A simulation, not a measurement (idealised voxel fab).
process module | voxel trench capacitor
Cross-section cut: width 230 nm, square cells of 5 nm.
Cross-section, as written here: a square-cell grid given band by band from the top down, where a band holds one or more rows of cells.
Read a band's entry like this: the first values are the height of its top and the height of its bottom in nm, and what follows is the sequence of materials from left to right, each with its width in nm. Note that "blank" is empty space, and that a single material marked "throughout" reaches across the band from edge to edge.
Ref level 0: as-received wafer is one material below here. Bottom band extends down with no lower bound ("top 0, no bottom").
A two-number width, for instance "30->40", indicates that the width is equal to the first number in the top row of the band and to the second number in the bottom row, and that it changes by a constant amount per row of cells.
Given "left unchanged" for a step, no cell of the cross-section differs between before and after that step.
Enclosed void catalog: empty space of 8 cells or more with no open way to the top, each as width x height at its distance from the left edge, in nm
Read whatever lies past the settings on a step's line as the simulator's own remark about the step.
A step's line can hold "overlay nm"; with a mask on that step, the setting says how far right of the planned place the mask lay, while a negative setting says it lay to the left.

THE PLANNED PROCESS STEPS ARE ENUMERATED HEREUNDER
1) RECEIVE: material Si
2) CONFORMAL_DEP: material SiN, thk nm 5
3) DIRECTIONAL_DEP: material aC, thk nm 10
4) PATTERN: tone open, mask id TRENCH, material resist, width nm 30, pitch nm 55, thk nm 30, overlay nm 0
5) DIRECTIONAL_ETCH: etch materials aC, depth nm 10
6) STRIP: etch materials resist
7) DIRECTIONAL_ETCH: etch materials SiN, depth nm 5
8) DIRECTIONAL_ETCH: etch materials Si, depth nm 30
9) STRIP: etch materials aC
10) CONFORMAL_DEP: material HfO2, thk nm 5
11) CONFORMAL_DEP: material TiN, thk nm 5
12) FILL_DEP: material W, thk nm 5
13) CMP: height nm 5

WAFER AT RECEIPT (POST STEP 1), CROSS-SECTION
> top 0, no bottom | Si throughout
> Enclosed void catalog: none

RESULT OF THE MODULE, CROSS-SECTIONED: START PER ABOVE, PLAN PER ABOVE, ONE ERROR IN HOW IT WAS RUN
> top 5, bottom 0 | W (60); TiN (5); HfO2 (5); SiN (30); HfO2 (5); TiN (5); W (5); TiN (5); HfO2 (5); SiN (30); HfO2 (5); TiN (5); W (65)
> top 0, bottom -20 | W (60); TiN (5); HfO2 (5); Si (30); HfO2 (5); TiN (5); W (5); TiN (5); HfO2 (5); Si (30); HfO2 (5); TiN (5); W (65)
> top -20, bottom -25 | TiN (65); HfO2 (5); Si (30); HfO2 (5); TiN (15); HfO2 (5); Si (30); HfO2 (5); TiN (70)
> top -25, bottom -30 | HfO2 (70); Si (30); HfO2 (25); Si (30); HfO2 (75)
> top -30, no bottom | Si throughout
> Enclosed void catalog: none
What was done differently from what was planned? step 4 was run on a setting that differed from the plan, and what really ran there is PATTERN: tone cover, mask id TRENCH, material resist, width nm 30, pitch nm 55, thk nm 30, overlay nm 0
